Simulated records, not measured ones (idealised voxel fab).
process module | voxel lift off
cross-section cut | 245 nm wide | cells 5 nm
A cross-section is a grid of square cells, given in bands from the top down. A band is one or more rows of cells.
Each band's line starts with the height of the band's top and of its bottom, in nm. Then come its materials from left to right, each with its width in nm. One material with "throughout" fills the band from edge to edge. "air" is empty space.
Height 0 is the level under which the wafer as received is all one material. The lowest band goes on downwards, as in "0 down".
A width such as "30 to 40" changes by the same amount from each row of cells to the next, from the band's top row to its bottom row.
"no change" after a step means that no cell of the cross-section changed.
closed voids: empty space of 8 cells or more with no open way to the top, each as width x height at its distance from the left edge, in nm
after a step's settings: what the simulator itself notes on the step
overlay nm, on a step with a mask: how far to the right of its planned place the mask lay; to the left if negative
plan
1 op RECEIVE | material Si
2 op CONFORMAL_DEP | material SiO2 | thk nm 5
3 op PATTERN | tone open | mask id LINES | material resist | width nm 20 | pitch nm 55 | thk nm 20 | overlay nm 0
4 op DIRECTIONAL_DEP | material Ru | thk nm 10
5 op STRIP | etch materials resist
6 op CONFORMAL_DEP | material SiO2 | thk nm 5
varied across the wafers: width nm of step 3. The plan shows the first wafer's value. All wafers start alike
first wafer as received, after step 1
  0 down: Si throughout
  closed voids: none
first wafer at the end, after step 6
  20 to 15: air 80 | SiO2 30 | air 25 | SiO2 30 | air 80
  15 to 10: air 80 | SiO2 5 | Ru 20 | SiO2 5 | air 25 | SiO2 5 | Ru 20 | SiO2 5 | air 80
  10 to 5: SiO2 85 | Ru 20 | SiO2 35 | Ru 20 | SiO2 85
  5 to 0: SiO2 throughout
  0 down: Si throughout
  closed voids: none
last wafer at the end
  20 to 15: air 70 | SiO2 50 | air 5 | SiO2 50 | air 70
  15 to 10: air 70 | SiO2 5 | Ru 40 | SiO2 5 | air 5 | SiO2 5 | Ru 40 | SiO2 5 | air 70
  10 to 5: SiO2 75 | Ru 40 | SiO2 15 | Ru 40 | SiO2 75
  5 to 0: SiO2 throughout
  0 down: Si throughout
  closed voids: none
each wafer at the end: cells of each material gained (+) or lost (-) since it was received, then its closed voids
width nm 20 | +16 Ru | +106 SiO2 | closed voids: none
width nm 25 | +20 Ru | +106 SiO2 | closed voids: none
width nm 30 | +24 Ru | +106 SiO2 | closed voids: none
width nm 35 | +28 Ru | +106 SiO2 | closed voids: none
width nm 40 | +32 Ru | +106 SiO2 | closed voids: none
